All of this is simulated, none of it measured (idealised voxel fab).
Process module under the name voxel capacitor over wiring
The cross-section on display is named cut; it measures 215 nm wide, and its cells are 5 nm squares.
In what follows, cross-sections appear as grids of square cells, described through bands that run from the top down, where every band is one or more rows of cells.
Top, bottom (nm), then materials left to right with widths (nm); lone material tagged "throughout" fills the whole band edge to edge; "air" = empty space.
Ref level 0: as-received wafer is one material below here. Bottom band extends down with no lower bound ("0..down").
So if you see something like "30 to 40" for the width, read it as the top row of the band sitting at the first number and the bottom row at the second, with every row in between moving by the same amount as the last.
Where a step carries "nothing different", the cross-section came out of it unchanged, cell for cell.
Each empty space that has no open way to the top and spans at least 8 cells appears under "Unvented internal voids" as width x height at distance, the distance counted from the left edge, all in nm.
Whatever follows a step's settings on its line is a remark the simulator itself makes about that step.
"overlay nm" answers the question of how far to the right of plan the mask lay on a step that has a mask, and when it is negative the answer is to the left.

### Process steps foreseen in the plan
| 1 | RECEIVE (material Si) |
| 2 | CONFORMAL_DEP (material SiO2; thk nm 15) |
| 3 | CONFORMAL_DEP (material SiN; thk nm 5) |
| 4 | DIRECTIONAL_DEP (material SiO2; thk nm 25) |
| 5 | PATTERN (tone open; mask id METAL_1; material resist; width nm 25; pitch nm 80; thk nm 15; overlay nm 0) |
| 6 | DIRECTIONAL_ETCH (etch materials SiO2; depth nm 25) |
| 7 | DIRECTIONAL_ETCH (etch materials SiN; depth nm 5) |
| 8 | STRIP (etch materials resist) |
| 9 | CONFORMAL_DEP (material TiN; thk nm 5) |
| 10 | FILL_DEP (material W; thk nm 10) |
| 11 | CMP (height nm 45) |
| 12 | EPI (material Ru; thk nm 5) |
| 13 | FILL_DEP (material SiCN; thk nm 5) |
| 14 | DIRECTIONAL_DEP (material lowk; thk nm 15) |
| 15 | PATTERN (tone open; mask id PLUG_1; material resist; width nm 15; thk nm 15; overlay nm 0) |
| 16 | DIRECTIONAL_ETCH (etch materials lowk; depth nm 15) |
| 17 | DIRECTIONAL_ETCH (etch materials SiCN; depth nm 5) |
| 18 | STRIP (etch materials resist) |
| 19 | EPI (material Ru; thk nm 10) |
| 20 | EPI (material Ru; thk nm 10) |
| 21 | DIRECTIONAL_DEP (material TiN; thk nm 5) |
| 22 | DIRECTIONAL_DEP (material HfO2; thk nm 5) |
| 23 | DIRECTIONAL_DEP (material TiN; thk nm 5) |
| 24 | PATTERN (tone cover; mask id UPPER_PLATE; material resist; width nm 60; thk nm 20; overlay nm 0) |
| 25 | DIRECTIONAL_ETCH (etch materials TiN; depth nm 5) |
| 26 | DIRECTIONAL_ETCH (etch materials HfO2; depth nm 5) |
| 27 | STRIP (etch materials resist) |
| 28 | PATTERN (tone cover; mask id LOWER_PLATE; material resist; width nm 70; thk nm 20; overlay nm 0) |
| 29 | DIRECTIONAL_ETCH (etch materials TiN; depth nm 5) |
| 30 | STRIP (etch materials resist) |
| 31 | FILL_DEP (material SiO2; thk nm 20) |
| 32 | CMP (height nm 100) |
| 33 | MASKED_ETCH (tone open; mask id PLUG_2; width nm 15; etch materials SiO2; depth nm 15; overlay nm 0) |
| 34 | CONFORMAL_DEP (material TiN; thk nm 5) |
| 35 | FILL_DEP (material Ru; thk nm 10) |
| 36 | CMP (height nm 100) |
| 37 | CONFORMAL_DEP (material SiCN; thk nm 5) |

### Cross-section of the wafer upon arrival, representing the state reached after step 1
  0..down = Si throughout
  Unvented internal voids: none

### Module complete, cross-section. Starting point and plan per above. One mistake made in running the module
  105..100 = SiCN throughout
  100..90 = SiO2: 75; TiN: 5; Ru: 5; TiN: 5; SiO2: 125
  90..85 = SiO2: 75; TiN: 15; SiO2: 125
  85..80 = SiO2: 65; HfO2: 60; SiO2: 90
  80..75 = SiO2: 60; TiN: 70; SiO2: 85
  75..70 = TiN throughout
  70..55 = lowk: 65; Ru: 15; lowk: 135
  55..50 = SiCN: 65; Ru: 15; SiCN: 135
  50..45 = SiCN: 50; Ru: 35; SiCN: 45; Ru: 35; SiCN: 50
  45..20 = SiO2: 55; TiN: 5; W: 15; TiN: 5; SiO2: 55; TiN: 5; W: 15; TiN: 5; SiO2: 55
  20..15 = SiN: 55; TiN: 25; SiN: 55; TiN: 25; SiN: 55
  15..0 = SiO2 throughout
  0..down = Si throughout
  Unvented internal voids: none
Deviation noted in wafer processing: sequence error: steps 22 and 23 interchanged
